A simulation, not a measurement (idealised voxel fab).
Documented hereafter: the process module known as voxel ribs on slabs.
In the cross-section labelled cut, the width is 150 nm and each square cell is 5 nm.
This document writes a cross-section as a grid whose cells are square, and gives it as bands, listed from the top down; one or more rows of cells form a band. It is stipulated that each band's entry specify, in nanometres, the height of the top of the band and then that of its bottom, followed by the materials of the band in left-to-right sequence, each together with its width in nanometres. A single material marked by the word "edge to edge" is understood to fill the band from edge to edge; the word "air" is understood to denote empty space. Below 0: as-received wafer, all one material; heights counted from there. Lowest band: no bottom, goes on down, written "top 0, no bottom". When a width is written as two numbers, as in "30..40", the first number is the width in the top row of cells of the band and the second is the width in its bottom row, and the width changes by the same amount from each row to the next. "remained the same" after a step means that no cell of the cross-section changed. Entry "Voids, enclosed". Content: empty spaces with no open connection to the top, size 8 cells or greater. Each: width x height at distance. Distance: from left edge. Unit: nm. What comes after the settings on a step's line is commentary from the simulator itself on that step. If you see "overlay nm" on a step's line and that step has a mask, it's telling you how far right of where it was planned the mask ended up; a negative number means it went left instead.
# plan
1) op RECEIVE | material Si
2) op DIRECTIONAL_DEP | material SiO2 | thk nm 25
3) op DIRECTIONAL_DEP | material SiN | thk nm 15
4) op PATTERN | tone cover | mask id RIB | material resist | width nm 15 | thk nm 15 | overlay nm 0
5) op DIRECTIONAL_ETCH | etch materials SiN | depth nm 10
6) op STRIP | etch materials resist
7) op MASKED_ETCH | tone cover | mask id SLAB | width nm 55 | etch materials SiN | depth nm 5 | overlay nm 0
8) op FILL_DEP | material SiO2 | thk nm 15
9) op CMP | height nm 50
10) op DIRECTIONAL_DEP | material TiN | thk nm 5
11) op PATTERN | tone cover | mask id HEATER | material resist | width nm 25 | thk nm 20 | overlay nm 0
12) op DIRECTIONAL_ETCH | etch materials TiN | depth nm 5
13) op STRIP | etch materials resist
14) op CONFORMAL_DEP | material SiN | thk nm 5
# First of two wafers: run as planned
# Cross-section of the wafer upon arrival, representing the state reached after step 1
	top 0, no bottom: Si edge to edge
	Voids, enclosed: none
# Step 2 complete: cross-section through the wafer
	top 25, bottom 0: SiO2 edge to edge
	below 0: unchanged
# Step 3 complete: cross-section through the wafer
	top 40, bottom 25: SiN edge to edge
	below 25: unchanged
# Step 4 complete: cross-section through the wafer
	top 55, bottom 40: air: 65 / resist: 15 / air: 70
	below 40: unchanged
# Step 5 complete: cross-section through the wafer
	top 55, bottom 40: air: 65 / resist: 15 / air: 70
	top 40, bottom 30: air: 65 / SiN: 15 / air: 70
	below 30: unchanged
# Step 6 complete: cross-section through the wafer
	top 40, bottom 30: air: 65 / SiN: 15 / air: 70
	below 30: unchanged
# Step 7 complete: cross-section through the wafer
	top 40, bottom 30: air: 65 / SiN: 15 / air: 70
	top 30, bottom 25: air: 45 / SiN: 55 / air: 50
	below 25: unchanged
# Step 8 complete: cross-section through the wafer
	top 55, bottom 40: SiO2 edge to edge
	top 40, bottom 30: SiO2: 65 / SiN: 15 / SiO2: 70
	top 30, bottom 25: SiO2: 45 / SiN: 55 / SiO2: 50
	below 25: unchanged
# Step 9 complete: cross-section through the wafer
	top 50, bottom 40: SiO2 edge to edge
	below 40: unchanged
# Step 10 complete: cross-section through the wafer
	top 55, bottom 50: TiN edge to edge
	below 50: unchanged
# Step 11 complete: cross-section through the wafer
	top 75, bottom 55: air: 60 / resist: 25 / air: 65
	below 55: unchanged
# Step 12 complete: cross-section through the wafer
	top 75, bottom 55: air: 60 / resist: 25 / air: 65
	top 55, bottom 50: air: 60 / TiN: 25 / air: 65
	below 50: unchanged
# Step 13 complete: cross-section through the wafer
	top 55, bottom 50: air: 60 / TiN: 25 / air: 65
	below 50: unchanged
# Step 14 complete: cross-section through the wafer
	top 60, bottom 55: air: 55 / SiN: 35 / air: 60
	top 55, bottom 50: SiN: 60 / TiN: 25 / SiN: 65
	below 50: unchanged
# second wafer: like start, like plan, one mistake. Through step 13 it matches the first wafer
Look at the second wafer in cross-section at the time step 14 ought to have finished: remained the same
Error vs. plan: plan step 14 was not performed, having been skipped
The closing comparison, in cells, has the second wafer with more or fewer of some materials than the first: 32 fewer of SiN
